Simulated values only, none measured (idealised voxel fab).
This is a process module. Its name is voxel wiring stack.
Square cell edge 5 nm, section width 280 nm, ID cut.
Cross-section = grid of square cells, listed top down in bands; band = one or more rows. Basically the band line says how high the top is and how high the bottom is, in nm, and then what's in it from left to right, every material with its width in nm. Empty space shows up as "blank", and if a single material carries "full width" it runs the full band edge to edge. For the purposes of this specification, 0 denotes the height below which the wafer in its as-received condition is composed wholly of one material, and the lowermost band, lacking a lower limit, extends downward without end, as expressed in "0 down". Graded width ("30 to 40"): value in top row of band = first number; value in bottom row = second number; row-to-row change constant. "nothing was modified" -> step changed no cross-section cell. Basically, "Enclosed cavities" tells you about the enclosed voids: empty spaces with no open way to the top, 8 cells or bigger, each written width x height at distance, where distance is from the left edge, all in nm. That trailing text on a step's line, after the settings, is the simulator's own remark on the step. When a step includes a mask, the "overlay nm" setting on its line states how far to the right of its planned place that mask lay, and negative values state how far to the left.
## So here's the lineup of process steps we planned
1. RECEIVE with material Si
2. CONFORMAL_DEP with material SiO2, thk nm 10
3. DIRECTIONAL_DEP with material TiN, thk nm 5
4. DIRECTIONAL_DEP with material W, thk nm 15
5. MASKED_ETCH with tone cover, mask id METAL_1, width nm 20, pitch nm 40, etch materials W, depth nm 15, overlay nm 0
6. MASKED_ETCH with tone cover, mask id METAL_1, width nm 20, pitch nm 40, etch materials TiN, depth nm 5, overlay nm -15
7. CONFORMAL_DEP with material SiCN, thk nm 5
8. FILL_DEP with material lowk, thk nm 5
9. CMP with height nm 30
10. CONFORMAL_DEP with material SiCN, thk nm 5
11. DIRECTIONAL_DEP with material lowk, thk nm 25
12. DIRECTIONAL_DEP with material aC, thk nm 10
13. PATTERN with tone open, mask id METAL_2_HOLES, material resist, width nm 15, pitch nm 80, thk nm 30, overlay nm 0
14. DIRECTIONAL_ETCH with etch materials aC, depth nm 10
15. STRIP with etch materials resist
16. DIRECTIONAL_ETCH with etch materials lowk, depth nm 25
17. STRIP with etch materials aC
18. PATTERN with tone open, mask id METAL_2, material resist, width nm 20, pitch nm 40, thk nm 15, overlay nm 0
19. DIRECTIONAL_ETCH with etch materials lowk, depth nm 15
20. DIRECTIONAL_ETCH with etch materials SiCN, depth nm 5
21. STRIP with etch materials resist
22. CONFORMAL_DEP with material TiN, thk nm 5
23. FILL_DEP with material Ru, thk nm 10
24. CMP with height nm 60
25. CONFORMAL_DEP with material SiCN, thk nm 5
All wafers enter the flow in the same state. The overlay nm at step 6 differs from wafer to wafer, and the plan gives the value for the first wafer.
## Incoming state of the first of several wafers in cross-section: after step 1
0 down: Si full width
Enclosed cavities: none
## Note: the following table is arranged by wafer, a row apiece. Each row reports the end-of-module state: per material, cells gained (+) or cells lost (-) compared with the wafer as received; closed voids follow
overlay nm -15; +22 Ru; +167 SiCN; +112 SiO2; +72 TiN; +48 W; +307 lowk; Enclosed cavities: none
overlay nm -10; +22 Ru; +170 SiCN; +112 SiO2; +68 TiN; +48 W; +308 lowk; Enclosed cavities: none
overlay nm -5; +22 Ru; +170 SiCN; +112 SiO2; +64 TiN; +48 W; +312 lowk; Enclosed cavities: none
overlay nm 0; +22 Ru; +170 SiCN; +112 SiO2; +60 TiN; +48 W; +316 lowk; Enclosed cavities: none
overlay nm 5; +22 Ru; +170 SiCN; +112 SiO2; +64 TiN; +48 W; +312 lowk; Enclosed cavities: none
overlay nm 10; +22 Ru; +170 SiCN; +112 SiO2; +68 TiN; +48 W; +308 lowk; Enclosed cavities: none
overlay nm 15; +22 Ru; +167 SiCN; +112 SiO2; +72 TiN; +48 W; +307 lowk; Enclosed cavities: none
